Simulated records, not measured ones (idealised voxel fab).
Name of the process module below: voxel double patterning
Section shown: cut. Width: 290 nm. Cell size: 5 nm, square.
Cross-section layout: square cells on a grid; listed as bands, top to bottom; a band spans one or more cell rows.
Band: top height; bottom height; in nm. Then, left to right: material with width in nm, for each material. "all across": a single material spanning edge to edge. "empty": empty space.
Heights are expressed relative to 0, this being the level below which the as-received wafer comprises one material exclusively. The lowest band is unbounded in the downward direction and is denoted as in "0 down".
Graded width ("30..40"): value in top row of band = first number; value in bottom row = second number; row-to-row change constant.
What does "changes: none" mean for a step? It means no cell of the cross-section changed in that step.
Look at "Cavities, closed" for the closed voids: empty spaces with no open path to the top, sized 8 cells or up. Each is width x height at distance, distance from the left edge, all nm.
Anything after a step's settings on that line? It's the simulator's own note about the step.
If you see "overlay nm" on a step's line and that step has a mask, it's telling you how far right of where it was planned the mask ended up; a negative number means it went left instead.
[The following list gives the planned process steps]
step 1: RECEIVE with material Si
step 2: CONFORMAL_DEP with material SiN, thk nm 5
step 3: DIRECTIONAL_DEP with material SiO2, thk nm 15
step 4: DIRECTIONAL_DEP with material SiCN, thk nm 5
step 5: DIRECTIONAL_DEP with material aC, thk nm 10
step 6: PATTERN with tone open, mask id FIRST, material resist, width nm 15, pitch nm 50, thk nm 30, overlay nm 0
step 7: DIRECTIONAL_ETCH with etch materials aC, depth nm 10
step 8: STRIP with etch materials resist
step 9: DIRECTIONAL_ETCH with etch materials SiCN, depth nm 5
step 10: STRIP with etch materials aC
step 11: PATTERN with tone open, mask id SECOND, material resist, width nm 15, thk nm 20, overlay nm 0
step 12: DIRECTIONAL_ETCH with etch materials SiCN, depth nm 5
step 13: STRIP with etch materials resist
step 14: DIRECTIONAL_ETCH with etch materials SiO2, depth nm 15
step 15: STRIP with etch materials SiCN
[Shown in cross-section is the wafer as received, that is, as it stands after step 1]
0 down = Si all across
Cavities, closed: none
[Same starting wafer, same plan as above, one mistake in the execution; this is the cross-section at the end of the module]
35 to 25 = SiN all across
25 to 20 = SiCN all across
20 to 5 = SiO2 all across
5 to 0 = SiN all across
0 down = Si all across
Cavities, closed: none
Want to know what went wrong? note that step 5 departed from the planned setting and was carried out as DIRECTIONAL_DEP with material SiN, thk nm 10
